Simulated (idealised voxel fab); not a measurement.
The process module that follows is named voxel released beams.
Cross-sectional view cut (width: 255 nm; square cell size: 5 nm).
In what follows, cross-sections appear as grids of square cells, described through bands that run from the top down, where every band is one or more rows of cells. Quick guide to a band line: top height, bottom height (nm) up front; then every material left to right with its width in nm. Only one material and it's marked "throughout"? Then it fills the band edge to edge. And "air" just means empty space. Height is counted from the level 0, under which the received wafer is composed throughout of one material. The lowest of the bands is not closed at the bottom but continues downward, in the notation "0 nm and below". Quick explanation for "30->40": the width changes in equal steps down the rows of cells, from the first number in the band's top row to the second number in its bottom row. When a step is marked "no alterations made", none of the cells in the cross-section changed during that step. Closed empty spaces (no open way to the top) of 8 cells or more are what "Enclosed void list" lists, each as width x height at distance from the left edge, nm for all three. That trailing text on a step's line, after the settings, is the simulator's own remark on the step. Regarding "overlay nm": on a step with a mask, it is the distance the mask lay to the right of its planned place; a negative value places it to the left.
THE STEPS PLANNED FOR THE PROCESS ARE AS FOLLOWS
1: RECEIVE, material Si
2: CONFORMAL_DEP, material Al2O3, thk nm 10
3: DIRECTIONAL_DEP, material SiO2, thk nm 15
4: DIRECTIONAL_DEP, material aC, thk nm 15
5: PATTERN, tone open, mask id ANCHOR, material resist, width nm 45, thk nm 30, overlay nm 0
6: DIRECTIONAL_ETCH, etch materials aC, depth nm 15
7: STRIP, etch materials resist
8: DIRECTIONAL_ETCH, etch materials SiO2, depth nm 15
9: STRIP, etch materials aC
10: CONFORMAL_DEP, material polySi, thk nm 15
11: PATTERN, tone cover, mask id BEAM, material resist, width nm 110, thk nm 20, overlay nm 0
12: DIRECTIONAL_ETCH, etch materials polySi, depth nm 15
13: STRIP, etch materials resist
14: STRIP, etch materials SiO2
THE FIRST WAFER OF TWO, PROCESSED AS PLANNED
CROSS-SECTION OF THE WAFER UPON ARRIVAL, REPRESENTING THE STATE REACHED AFTER STEP 1
- 0 nm and below: Si throughout
- Enclosed void list: none
AFTER STEP 2
- 10 nm to 0 nm: Al2O3 throughout
- For the remainder of the cross-section, below 0, there is no change.
AFTER STEP 3
- 25 nm to 10 nm: SiO2 throughout
- For the remainder of the cross-section, below 10, there is no change.
AFTER STEP 4
- 40 nm to 25 nm: aC throughout
- For the remainder of the cross-section, below 25, there is no change.
AFTER STEP 5
- 70 nm to 40 nm: 75 resist  45 air  135 resist
- For the remainder of the cross-section, below 40, there is no change.
AFTER STEP 6
- 55 nm to 40 nm: 75 resist  45 air  135 resist
- 40 nm to 25 nm: 75 aC  45 air  135 aC
- For the remainder of the cross-section, below 25, there is no change.
AFTER STEP 7
- 40 nm to 25 nm: 75 aC  45 air  135 aC
- For the remainder of the cross-section, below 25, there is no change.
AFTER STEP 8
- 40 nm to 25 nm: 75 aC  45 air  135 aC
- 25 nm to 10 nm: 75 SiO2  45 air  135 SiO2
- For the remainder of the cross-section, below 10, there is no change.
AFTER STEP 9
- 25 nm to 10 nm: 75 SiO2  45 air  135 SiO2
- For the remainder of the cross-section, below 10, there is no change.
AFTER STEP 10
- 40 nm to 25 nm: 90 polySi  15 air  150 polySi
- 25 nm to 10 nm: 75 SiO2  45 polySi  135 SiO2
- For the remainder of the cross-section, below 10, there is no change.
AFTER STEP 11
- 60 nm to 40 nm: 70 air  110 resist  75 air
- 40 nm to 25 nm: 90 polySi  15 resist  150 polySi
- For the remainder of the cross-section, below 25, there is no change.
AFTER STEP 12
- 60 nm to 40 nm: 70 air  110 resist  75 air
- 40 nm to 25 nm: 70 air  20 polySi  15 resist  75 polySi  75 air
- For the remainder of the cross-section, below 25, there is no change.
AFTER STEP 13
- 40 nm to 25 nm: 70 air  20 polySi  15 air  75 polySi  75 air
- For the remainder of the cross-section, below 25, there is no change.
AFTER STEP 14
- 40 nm to 25 nm: 70 air  20 polySi  15 air  75 polySi  75 air
- 25 nm to 10 nm: 75 air  45 polySi  135 air
- For the remainder of the cross-section, below 10, there is no change.
REGARDING THE SECOND OF THE TWO WAFERS: IT SHARED THE FIRST WAFER'S STARTING CONDITION AND PROCESS PLAN, YET ONE ERROR OCCURRED DURING ITS EXECUTION. ITS HISTORY COINCIDES WITH THAT OF THE FIRST WAFER UP TO AND INCLUDING STEP 1
WHAT THE SECOND WAFER LOOKS LIKE IN CROSS-SECTION WHEN STEP 2 SHOULD HAVE WRAPPED UP
- 10 nm to 0 nm: polySi throughout
- For the remainder of the cross-section, below 0, there is no change.
WHAT THE SECOND WAFER LOOKS LIKE IN CROSS-SECTION WHEN STEP 3 SHOULD HAVE WRAPPED UP
- 25 nm to 10 nm: SiO2 throughout
- For the remainder of the cross-section, below 10, there is no change.
WHAT THE SECOND WAFER LOOKS LIKE IN CROSS-SECTION WHEN STEP 4 SHOULD HAVE WRAPPED UP
- 40 nm to 25 nm: aC throughout
- For the remainder of the cross-section, below 25, there is no change.
WHAT THE SECOND WAFER LOOKS LIKE IN CROSS-SECTION WHEN STEP 5 SHOULD HAVE WRAPPED UP
- 70 nm to 40 nm: 75 resist  45 air  135 resist
- For the remainder of the cross-section, below 40, there is no change.
WHAT THE SECOND WAFER LOOKS LIKE IN CROSS-SECTION WHEN STEP 6 SHOULD HAVE WRAPPED UP
- 55 nm to 40 nm: 75 resist  45 air  135 resist
- 40 nm to 25 nm: 75 aC  45 air  135 aC
- For the remainder of the cross-section, below 25, there is no change.
WHAT THE SECOND WAFER LOOKS LIKE IN CROSS-SECTION WHEN STEP 7 SHOULD HAVE WRAPPED UP
- 40 nm to 25 nm: 75 aC  45 air  135 aC
- For the remainder of the cross-section, below 25, there is no change.
WHAT THE SECOND WAFER LOOKS LIKE IN CROSS-SECTION WHEN STEP 8 SHOULD HAVE WRAPPED UP
- 40 nm to 25 nm: 75 aC  45 air  135 aC
- 25 nm to 10 nm: 75 SiO2  45 air  135 SiO2
- For the remainder of the cross-section, below 10, there is no change.
WHAT THE SECOND WAFER LOOKS LIKE IN CROSS-SECTION WHEN STEP 9 SHOULD HAVE WRAPPED UP
- 25 nm to 10 nm: 75 SiO2  45 air  135 SiO2
- For the remainder of the cross-section, below 10, there is no change.
WHAT THE SECOND WAFER LOOKS LIKE IN CROSS-SECTION WHEN STEP 10 SHOULD HAVE WRAPPED UP
- 40 nm to 25 nm: 90 polySi  15 air  150 polySi
- 25 nm to 10 nm: 75 SiO2  45 polySi  135 SiO2
- For the remainder of the cross-section, below 10, there is no change.
WHAT THE SECOND WAFER LOOKS LIKE IN CROSS-SECTION WHEN STEP 11 SHOULD HAVE WRAPPED UP
- 60 nm to 40 nm: 70 air  110 resist  75 air
- 40 nm to 25 nm: 90 polySi  15 resist  150 polySi
- For the remainder of the cross-section, below 25, there is no change.
WHAT THE SECOND WAFER LOOKS LIKE IN CROSS-SECTION WHEN STEP 12 SHOULD HAVE WRAPPED UP
- 60 nm to 40 nm: 70 air  110 resist  75 air
- 40 nm to 25 nm: 70 air  20 polySi  15 resist  75 polySi  75 air
- For the remainder of the cross-section, below 25, there is no change.
WHAT THE SECOND WAFER LOOKS LIKE IN CROSS-SECTION WHEN STEP 13 SHOULD HAVE WRAPPED UP
- 40 nm to 25 nm: 70 air  20 polySi  15 air  75 polySi  75 air
- For the remainder of the cross-section, below 25, there is no change.
WHAT THE SECOND WAFER LOOKS LIKE IN CROSS-SECTION WHEN STEP 14 SHOULD HAVE WRAPPED UP
- 40 nm to 25 nm: 70 air  20 polySi  15 air  75 polySi  75 air
- 25 nm to 10 nm: 75 air  45 polySi  135 air
- For the remainder of the cross-section, below 10, there is no change.
What went wrong in running the wafer? step 2 did not use the planned setting and instead ran as CONFORMAL_DEP, material polySi, thk nm 10
At the finish, the second wafer shows more or fewer cells for some materials than the first does: Al2O3: 102 fewer; polySi: 102 more
